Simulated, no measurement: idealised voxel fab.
Title: Process Module voxel capacitor over wiring
This is section cut - it's 280 nm across, gridded in 5 nm square cells.
A cross-section is a grid of square cells, given in bands from the top down. A band is one or more rows of cells. Band: top height; bottom height; in nm. Then, left to right: material with width in nm, for each material. "full width": a single material spanning edge to edge. "empty": empty space. Below 0: as-received wafer, all one material; heights counted from there. Lowest band: no bottom, goes on down, written "0 -> down". A two-number width, for instance "30->40", indicates that the width is equal to the first number in the top row of the band and to the second number in the bottom row, and that it changes by a constant amount per row of cells. "no change occurred" -> step changed no cross-section cell. In "Closed voids list" the enclosed voids are listed, meaning empty spaces of 8 cells or larger without any opening to the top. The form is width x height at distance, distance from the left edge, units nm. Step line, after settings: the simulator's comment on this step. "overlay nm", when on a step's line for a step with a mask, measures how far to the right of its planned place the mask lay; a negative measure means to the left. The remainder of this document consists of a sequence of paired cross-sections. Each pair presents the cross-section prior to one process step together with the cross-section following it, the latter being rendered only as deep as the lowest band that underwent change. The intervening step, together with its settings, is stated beneath each pair. Because the pairs may originate from different runs of this module on the same starting wafer, a given pair is to be read as continuing from the preceding pair only where its entry headed "Before this step" so indicates.

Before this step
* 105 -> 95 | SiO2 (100); lowk (5); W (5); lowk (5); SiO2 (165)
* 95 -> 90 | SiO2 (100); lowk (15); SiO2 (165)
* 90 -> 85 | SiO2 (90); TiN (75); SiO2 (115)
* 85 -> 80 | SiO2 (90); SiN (75); SiO2 (115)
* 80 -> 75 | SiO2 (85); TiN (85); SiO2 (110)
* 75 -> 55 | SiO2 (90); TiN (5); W (5); TiN (5); SiO2 (175)
* 55 -> 50 | SiCN (90); TiN (15); SiCN (175)
* 50 -> 45 | SiCN (80); Ru (30); SiCN (60); Ru (30); SiCN (80)
* 45 -> 20 | lowk (85); TiN (5); W (10); TiN (5); lowk (70); TiN (5); W (10); TiN (5); lowk (85)
* 20 -> 15 | SiCN (85); TiN (20); SiCN (70); TiN (20); SiCN (85)
* 15 -> 0 | SiO2 full width
* 0 -> down | Si full width
* Closed voids list: none

Section, Post-Step
* 110 -> 105 | SiN full width
* Note: structure below 105 unchanged.
* Closed voids list: none
The before and after cross-sections above are linked by CONFORMAL_DEP,material SiN,thk nm 5

Before this step
* 90 -> 85 | TiN full width
* 85 -> 80 | SiN full width
* 80 -> 75 | TiN full width
* 75 -> 55 | SiO2 (90); TiN (5); W (5); TiN (5); SiO2 (175)
* 55 -> 50 | SiCN (90); TiN (15); SiCN (175)
* 50 -> 45 | SiCN (80); Ru (30); SiCN (60); Ru (30); SiCN (80)
* 45 -> 20 | lowk (85); TiN (5); W (10); TiN (5); lowk (70); TiN (5); W (10); TiN (5); lowk (85)
* 20 -> 15 | SiCN (85); TiN (20); SiCN (70); TiN (20); SiCN (85)
* 15 -> 0 | SiO2 full width
* 0 -> down | Si full width
* Closed voids list: none

Section, Post-Step
* 90 -> 85 | TiN (90); empty (75); TiN (115)
* Note: structure below 85 unchanged.
* Closed voids list: none
The before and after cross-sections above are linked by MASKED_ETCH,tone open,mask id UPPER_PLATE,width nm 75,etch materials TiN,depth nm 5,overlay nm 0

Before this step: Reference is made to the cross-section shown after the step in the pair directly above, which represents the state prior to this step.

Section, Post-Step
* 90 -> 85 | empty (85); TiN (5); empty (75); TiN (5); empty (110)
* Note: structure below 85 unchanged.
* Closed voids list: none
The before and after cross-sections above are linked by MASKED_ETCH,tone cover,mask id LOWER_PLATE,width nm 85,etch materials TiN,depth nm 5,overlay nm 0

Before this step: Reference is made to the cross-section shown after the step in the pair directly above, which represents the state prior to this step.

Section, Post-Step
* 110 -> 90 | SiO2 full width
* 90 -> 85 | SiO2 (85); TiN (5); SiO2 (75); TiN (5); SiO2 (110)
* Note: structure below 85 unchanged.
* Closed voids list: none
The before and after cross-sections above are linked by FILL_DEP,material SiO2,thk nm 20

Before this step: Reference is made to the cross-section shown after the step in the pair directly above, which represents the state prior to this step.

Section, Post-Step
* 105 -> 90 | SiO2 full width
* Note: structure below 90 unchanged.
* Closed voids list: none
The before and after cross-sections above are linked by CMP,height nm 105

Before this step: Reference is made to the cross-section shown after the step in the pair directly above, which represents the state prior to this step.

Section, Post-Step
* 120 -> 105 | resist (100); empty (15); resist (165)
* Note: structure below 105 unchanged.
* Closed voids list: none
The before and after cross-sections above are linked by PATTERN,tone open,mask id PLUG_2,material resist,width nm 15,thk nm 15,overlay nm 0

Before this step: Reference is made to the cross-section shown after the step in the pair directly above, which represents the state prior to this step.

Section, Post-Step
* 120 -> 105 | resist (100); empty (15); resist (165)
* 105 -> 90 | SiO2 (100); empty (15); SiO2 (165)
* Note: structure below 90 unchanged.
* Closed voids list: none
The before and after cross-sections above are linked by DIRECTIONAL_ETCH,etch materials SiO2,depth nm 15

Before this step: Reference is made to the cross-section shown after the step in the pair directly above, which represents the state prior to this step.

Section, Post-Step
* 105 -> 90 | SiO2 (100); empty (15); SiO2 (165)
* Note: structure below 90 unchanged.
* Closed voids list: none
The before and after cross-sections above are linked by STRIP,etch materials resist

Before this step: Reference is made to the cross-section shown after the step in the pair directly above, which represents the state prior to this step.

Section, Post-Step
* 110 -> 105 | TiN (105); empty (5); TiN (170)
* 105 -> 95 | SiO2 (100); TiN (5); empty (5); TiN (5); SiO2 (165)
* 95 -> 90 | SiO2 (100); TiN (15); SiO2 (165)
* Note: structure below 90 unchanged.
* Closed voids list: none
The before and after cross-sections above are linked by CONFORMAL_DEP,material TiN,thk nm 5

Before this step: Reference is made to the cross-section shown after the step in the pair directly above, which represents the state prior to this step.

Section, Post-Step
* 120 -> 110 | W full width
* 110 -> 105 | TiN (105); W (5); TiN (170)
* 105 -> 95 | SiO2 (100); TiN (5); W (5); TiN (5); SiO2 (165)
* Note: structure below 95 unchanged.
* Closed voids list: none
The before and after cross-sections above are linked by FILL_DEP,material W,thk nm 10

Before this step: Reference is made to the cross-section shown after the step in the pair directly above, which represents the state prior to this step.

Section, Post-Step
* 105 -> 95 | SiO2 (100); TiN (5); W (5); TiN (5); SiO2 (165)
* Note: structure below 95 unchanged.
* Closed voids list: none
The before and after cross-sections above are linked by CMP,height nm 105

Before this step: Reference is made to the cross-section shown after the step in the pair directly above, which represents the state prior to this step.

Section, Post-Step
* 110 -> 105 | SiN full width
* Note: structure below 105 unchanged.
* Closed voids list: none
The before and after cross-sections above are linked by CONFORMAL_DEP,material SiN,thk nm 5
